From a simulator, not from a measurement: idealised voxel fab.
process module | voxel lift off
cross-section cut | 225 nm wide | cells 5 nm
A cross-section is a grid of square cells, given in bands from the top down. A band is one or more rows of cells.
Each band's line starts with the height of the band's top and of its bottom, in nm. Then come its materials from left to right, each with its width in nm. One material with "throughout" fills the band from edge to edge. "air" is empty space.
Height 0 is the level under which the wafer as received is all one material. The lowest band goes on downwards, as in "0 down".
A width such as "30 to 40" changes by the same amount from each row of cells to the next, from the band's top row to its bottom row.
"no change" after a step means that no cell of the cross-section changed.
closed voids: empty space of 8 cells or more with no open way to the top, each as width x height at its distance from the left edge, in nm
after a step's settings: what the simulator itself notes on the step
overlay nm, on a step with a mask: how far to the right of its planned place the mask lay; to the left if negative
plan
1 op RECEIVE | material Si
2 op CONFORMAL_DEP | material Al2O3 | thk nm 15
3 op PATTERN | tone open | mask id LINES | material resist | width nm 25 | pitch nm 40 | thk nm 25 | overlay nm -15
4 op DIRECTIONAL_DEP | material Ru | thk nm 15
5 op STRIP | etch materials resist
6 op CONFORMAL_DEP | material SiN | thk nm 5
varied across the wafers: overlay nm of step 3. The plan shows the first wafer's value. All wafers start alike
first wafer as received, after step 1
  0 down: Si throughout
  closed voids: none
first wafer at the end, after step 6
  35 to 30: air 60 | SiN 35 | air 5 | SiN 35 | air 90
  30 to 20: air 60 | SiN 5 | Ru 25 | SiN 5 | air 5 | SiN 5 | Ru 25 | SiN 5 | air 90
  20 to 15: SiN 65 | Ru 25 | SiN 15 | Ru 25 | SiN 95
  15 to 0: Al2O3 throughout
  0 down: Si throughout
  closed voids: none
last wafer at the end
  35 to 30: air 90 | SiN 35 | air 5 | SiN 35 | air 60
  30 to 20: air 90 | SiN 5 | Ru 25 | SiN 5 | air 5 | SiN 5 | Ru 25 | SiN 5 | air 60
  20 to 15: SiN 95 | Ru 25 | SiN 15 | Ru 25 | SiN 65
  15 to 0: Al2O3 throughout
  0 down: Si throughout
  closed voids: none
each wafer at the end: cells of each material gained (+) or lost (-) since it was received, then its closed voids
overlay nm -15 | +135 Al2O3 | +30 Ru | +57 SiN | closed voids: none
overlay nm -10 | +135 Al2O3 | +30 Ru | +57 SiN | closed voids: none
overlay nm -5 | +135 Al2O3 | +30 Ru | +57 SiN | closed voids: none
overlay nm 0 | +135 Al2O3 | +30 Ru | +57 SiN | closed voids: none
overlay nm 5 | +135 Al2O3 | +30 Ru | +57 SiN | closed voids: none
overlay nm 10 | +135 Al2O3 | +30 Ru | +57 SiN | closed voids: none
overlay nm 15 | +135 Al2O3 | +30 Ru | +57 SiN | closed voids: none
